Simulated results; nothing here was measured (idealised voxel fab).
The document below concerns the process module designated voxel gate over fins.
Xsec cut, 250 nm wide, square cell size 5 nm.
Cross-section format: a grid of square cells, given as bands from top to bottom; each band is one or more rows of cells.
Read a band's entry like this: the first values are the height of its top and the height of its bottom in nm, and what follows is the sequence of materials from left to right, each with its width in nm. Note that "blank" is empty space, and that a single material marked "all across" reaches across the band from edge to edge.
Convention: height 0 is the level below which the wafer, as received, is all one material. The lowest band does not terminate at the bottom but continues downward, represented as "0 -> down".
Width spec "30->40" -> top row of cells at first value, bottom row at second value, equal per-row change in between.
The cross-section has no changed cell in any step marked "nothing altered".
"closed voids" means: voids of 8 cells or more that are shut off from the top with no open way through. Written width x height at distance, distance from the left edge, in nm.
Past the settings on a step's line: simulator remark, on that step.
"overlay nm" answers the question of how far to the right of plan the mask lay on a step that has a mask, and when it is negative the answer is to the left.
Here's what the planned process steps look like
1,RECEIVE, material Si
2,CONFORMAL_DEP, material SiN, thk nm 10
3,DIRECTIONAL_DEP, material aC, thk nm 15
4,PATTERN, tone cover, mask id FINS, material resist, width nm 15, pitch nm 35, thk nm 35, overlay nm 0
5,DIRECTIONAL_ETCH, etch materials aC, depth nm 15
6,STRIP, etch materials resist
7,DIRECTIONAL_ETCH, etch materials SiN, depth nm 10
8,DIRECTIONAL_ETCH, etch materials Si, depth nm 30
9,STRIP, etch materials aC
10,OXIDIZE, depth nm 5
11,FILL_DEP, material SiO2, thk nm 5
12,CMP, height nm 10
13,SELECTIVE_ETCH, etch materials SiO2, depth nm 25
14,STRIP, etch materials SiN
15,CONFORMAL_DEP, material HfO2, thk nm 5
16,CONFORMAL_DEP, material TiN, thk nm 5
17,FILL_DEP, material W, thk nm 15
18,CMP, height nm 20
19,CONFORMAL_DEP, material SiCN, thk nm 5
Incoming wafer, cross-sectional view, post step 1
* 0 -> down = Si all across
* closed voids: none
Starting structure and process plan are as shown above, but one mistake was made in running the module; the wafer cross-section at the end of the module follows
* 25 -> 20 = SiCN all across
* 20 -> 10 = W all across
* 10 -> 5 = W (95); TiN (30); W (5); TiN (30); W (90)
* 5 -> 0 = W (95); TiN (5); HfO2 (20); TiN (5); W (5); TiN (5); HfO2 (20); TiN (5); W (90)
* 0 -> -5 = W (95); TiN (5); HfO2 (5); Si (10); HfO2 (5); TiN (5); W (5); TiN (5); HfO2 (5); Si (10); HfO2 (5); TiN (5); W (90)
* -5 -> -10 = TiN (100); HfO2 (5); Si (10); HfO2 (5); TiN (15); HfO2 (5); Si (10); HfO2 (5); TiN (95)
* -10 -> -15 = HfO2 (105); Si (10); HfO2 (25); Si (10); HfO2 (100)
* -15 -> -35 = SiO2 (105); Si (10); SiO2 (25); Si (10); SiO2 (100)
* -35 -> down = Si all across
* closed voids: none
what went wrong: it should be noted that step 4 was executed with settings other than those planned, the operation and settings actually applied being PATTERN, tone cover, mask id FINS, material resist, width nm 20, pitch nm 35, thk nm 35, overlay nm 0
